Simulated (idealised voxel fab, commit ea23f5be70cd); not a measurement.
Herein follows the process module entitled voxel self aligned contacts.
FYI the section here is cut, 215 nm wide, cells are 5 nm squares.
We lay out every cross-section as a grid of square cells and spell it out in bands from the top down, where one band means one or more rows of cells. Per band: top height and bottom height in nm, followed by the left-to-right materials and their widths in nm; "full width" marks a single material spanning edge to edge, "blank" marks empty space. Heights are expressed relative to 0, this being the level below which the as-received wafer comprises one material exclusively. The lowest band is unbounded in the downward direction and is denoted as in "z 0 and below". You'd read "30..40" like this: the band's top row of cells is as wide as the first number, its bottom row is as wide as the second, and going down, every row changes width by the same amount as the row before did. The designation "nothing changed", where it is given for a processing step, indicates that no cell of the cross-section was altered in the course of that step. Any empty space of 8 cells or more lacking an open way to the top shows up in "Closed void catalog" as width x height at distance, distance from the left edge, in nm. Post-settings text on a step line: simulator's own remark regarding the step. Regarding "overlay nm": on a step with a mask, it is the distance the mask lay to the right of its planned place; a negative value places it to the left.

The steps planned for the process are as follows:
step 1: op RECEIVE | material Si
step 2: op OXIDIZE | depth nm 5
step 3: op DIRECTIONAL_DEP | material polySi | thk nm 25
step 4: op DIRECTIONAL_DEP | material SiN | thk nm 25
step 5: op MASKED_ETCH | tone cover | mask id GATE | width nm 25 | pitch nm 65 | etch materials SiN | depth nm 25 | overlay nm 0
step 6: op MASKED_ETCH | tone cover | mask id GATE | width nm 25 | pitch nm 65 | etch materials polySi | depth nm 25 | overlay nm 0
step 7: op CONFORMAL_DEP | material SiN | thk nm 10
step 8: op DIRECTIONAL_ETCH | etch materials SiN | depth nm 10
step 9: op FILL_DEP | material SiO2 | thk nm 15
step 10: op CMP | height nm 55
step 11: op MASKED_ETCH | tone open | mask id CONTACT | width nm 50 | pitch nm 65 | etch materials SiO2 | depth nm 60 | overlay nm 0
step 12: op CONFORMAL_DEP | material TiN | thk nm 5
step 13: op FILL_DEP | material Ru | thk nm 10
step 14: op CMP | height nm 55
step 15: op CONFORMAL_DEP | material SiCN | thk nm 5

First wafer of two (run as planned):

Received-state cross-section, reflecting completion of step 1:
    z 0 and below: Si full width
    Closed void catalog: none

Cross-section of the wafer after step 2:
    z 0 to -5: SiO2 full width
    Under -5: no change, same as before.

Cross-section of the wafer after step 3:
    z 25 to 0: polySi full width
    Under 0: no change, same as before.

Cross-section of the wafer after step 4:
    z 50 to 25: SiN full width
    Under 25: no change, same as before.

Cross-section of the wafer after step 5:
    z 50 to 25: blank=30, then SiN=25, then blank=40, then SiN=25, then blank=40, then SiN=25, then blank=30
    Under 25: no change, same as before.

Cross-section of the wafer after step 6:
    z 50 to 25: blank=30, then SiN=25, then blank=40, then SiN=25, then blank=40, then SiN=25, then blank=30
    z 25 to 0: blank=30, then polySi=25, then blank=40, then polySi=25, then blank=40, then polySi=25, then blank=30
    Under 0: no change, same as before.

Cross-section of the wafer after step 7:
    z 60 to 25: blank=20, then SiN=45, then blank=20, then SiN=45, then blank=20, then SiN=45, then blank=20
    z 25 to 10: blank=20, then SiN=10, then polySi=25, then SiN=10, then blank=20, then SiN=10, then polySi=25, then SiN=10, then blank=20, then SiN=10, then polySi=25, then SiN=10, then blank=20
    z 10 to 0: SiN=30, then polySi=25, then SiN=40, then polySi=25, then SiN=40, then polySi=25, then SiN=30
    Under 0: no change, same as before.

Cross-section of the wafer after step 8:
    z 50 to 25: blank=20, then SiN=45, then blank=20, then SiN=45, then blank=20, then SiN=45, then blank=20
    z 25 to 0: blank=20, then SiN=10, then polySi=25, then SiN=10, then blank=20, then SiN=10, then polySi=25, then SiN=10, then blank=20, then SiN=10, then polySi=25, then SiN=10, then blank=20
    Under 0: no change, same as before.

Cross-section of the wafer after step 9:
    z 65 to 50: SiO2 full width
    z 50 to 25: SiO2=20, then SiN=45, then SiO2=20, then SiN=45, then SiO2=20, then SiN=45, then SiO2=20
    z 25 to 0: SiO2=20, then SiN=10, then polySi=25, then SiN=10, then SiO2=20, then SiN=10, then polySi=25, then SiN=10, then SiO2=20, then SiN=10, then polySi=25, then SiN=10, then SiO2=20
    Under 0: no change, same as before.

Cross-section of the wafer after step 10:
    z 55 to 50: SiO2 full width
    Under 50: no change, same as before.

Cross-section of the wafer after step 11:
    z 55 to 50: SiO2=50, then blank=50, then SiO2=15, then blank=50, then SiO2=50
    z 50 to 25: SiO2=20, then SiN=45, then blank=20, then SiN=45, then blank=20, then SiN=45, then SiO2=20
    z 25 to 0: SiO2=20, then SiN=10, then polySi=25, then SiN=10, then blank=20, then SiN=10, then polySi=25, then SiN=10, then blank=20, then SiN=10, then polySi=25, then SiN=10, then SiO2=20
    z 0 to -5: SiO2=65, then blank=20, then SiO2=45, then blank=20, then SiO2=65
    Under -5: no change, same as before.

Cross-section of the wafer after step 12:
    z 60 to 55: TiN=55, then blank=40, then TiN=25, then blank=40, then TiN=55
    z 55 to 50: SiO2=50, then TiN=20, then blank=10, then TiN=20, then SiO2=15, then TiN=20, then blank=10, then TiN=20, then SiO2=50
    z 50 to 25: SiO2=20, then SiN=45, then TiN=5, then blank=10, then TiN=5, then SiN=45, then TiN=5, then blank=10, then TiN=5, then SiN=45, then SiO2=20
    z 25 to 0: SiO2=20, then SiN=10, then polySi=25, then SiN=10, then TiN=5, then blank=10, then TiN=5, then SiN=10, then polySi=25, then SiN=10, then TiN=5, then blank=10, then TiN=5, then SiN=10, then polySi=25, then SiN=10, then SiO2=20
    z 0 to -5: SiO2=65, then TiN=20, then SiO2=45, then TiN=20, then SiO2=65
    Under -5: no change, same as before.

Cross-section of the wafer after step 13:
    z 70 to 60: Ru full width
    z 60 to 55: TiN=55, then Ru=40, then TiN=25, then Ru=40, then TiN=55
    z 55 to 50: SiO2=50, then TiN=20, then Ru=10, then TiN=20, then SiO2=15, then TiN=20, then Ru=10, then TiN=20, then SiO2=50
    z 50 to 25: SiO2=20, then SiN=45, then TiN=5, then Ru=10, then TiN=5, then SiN=45, then TiN=5, then Ru=10, then TiN=5, then SiN=45, then SiO2=20
    z 25 to 0: SiO2=20, then SiN=10, then polySi=25, then SiN=10, then TiN=5, then Ru=10, then TiN=5, then SiN=10, then polySi=25, then SiN=10, then TiN=5, then Ru=10, then TiN=5, then SiN=10, then polySi=25, then SiN=10, then SiO2=20
    Under 0: no change, same as before.

Cross-section of the wafer after step 14:
    z 55 to 50: SiO2=50, then TiN=20, then Ru=10, then TiN=20, then SiO2=15, then TiN=20, then Ru=10, then TiN=20, then SiO2=50
    Under 50: no change, same as before.

Cross-section of the wafer after step 15:
    z 60 to 55: SiCN full width
    Under 55: no change, same as before.

Okay, second wafer. Nothing different at the start, nothing different in the plan, just one mistake somewhere in the running. As far as step 10, counting that step, it's the first wafer all over again:

Planned end of step 11: second wafer, cross-section:
    z 55 to 50: SiO2=60, then blank=50, then SiO2=15, then blank=50, then SiO2=40
    z 50 to 25: SiO2=20, then SiN=45, then blank=20, then SiN=45, then blank=20, then SiN=45, then SiO2=20
    z 25 to 0: SiO2=20, then SiN=10, then polySi=25, then SiN=10, then blank=20, then SiN=10, then polySi=25, then SiN=10, then blank=20, then SiN=10, then polySi=25, then SiN=10, then SiO2=20
    z 0 to -5: SiO2=65, then blank=20, then SiO2=45, then blank=20, then SiO2=65
    Under -5: no change, same as before.

Planned end of step 12: second wafer, cross-section:
    z 60 to 55: TiN=65, then blank=40, then TiN=25, then blank=40, then TiN=45
    z 55 to 50: SiO2=60, then TiN=10, then blank=10, then TiN=30, then SiO2=15, then TiN=10, then blank=10, then TiN=30, then SiO2=40
    z 50 to 25: SiO2=20, then SiN=45, then TiN=5, then blank=10, then TiN=5, then SiN=45, then TiN=5, then blank=10, then TiN=5, then SiN=45, then SiO2=20
    z 25 to 0: SiO2=20, then SiN=10, then polySi=25, then SiN=10, then TiN=5, then blank=10, then TiN=5, then SiN=10, then polySi=25, then SiN=10, then TiN=5, then blank=10, then TiN=5, then SiN=10, then polySi=25, then SiN=10, then SiO2=20
    z 0 to -5: SiO2=65, then TiN=20, then SiO2=45, then TiN=20, then SiO2=65
    Under -5: no change, same as before.

Planned end of step 13: second wafer, cross-section:
    z 70 to 60: Ru full width
    z 60 to 55: TiN=65, then Ru=40, then TiN=25, then Ru=40, then TiN=45
    z 55 to 50: SiO2=60, then TiN=10, then Ru=10, then TiN=30, then SiO2=15, then TiN=10, then Ru=10, then TiN=30, then SiO2=40
    z 50 to 25: SiO2=20, then SiN=45, then TiN=5, then Ru=10, then TiN=5, then SiN=45, then TiN=5, then Ru=10, then TiN=5, then SiN=45, then SiO2=20
    z 25 to 0: SiO2=20, then SiN=10, then polySi=25, then SiN=10, then TiN=5, then Ru=10, then TiN=5, then SiN=10, then polySi=25, then SiN=10, then TiN=5, then Ru=10, then TiN=5, then SiN=10, then polySi=25, then SiN=10, then SiO2=20
    Under 0: no change, same as before.

Planned end of step 14: second wafer, cross-section:
    z 55 to 50: SiO2=60, then TiN=10, then Ru=10, then TiN=30, then SiO2=15, then TiN=10, then Ru=10, then TiN=30, then SiO2=40
    Under 50: no change, same as before.

Planned end of step 15: second wafer, cross-section:
    z 60 to 55: SiCN full width
    Under 55: no change, same as before.
Nonconformance to the process plan: planned and actual differ for step 11; actual: op MASKED_ETCH | tone open | mask id CONTACT | width nm 50 | pitch nm 65 | etch materials SiO2 | depth nm 60 | overlay nm 10
In the final comparison it is observed that the number of cells assigned to each material is identical for the two wafers, whereas their placement is not.
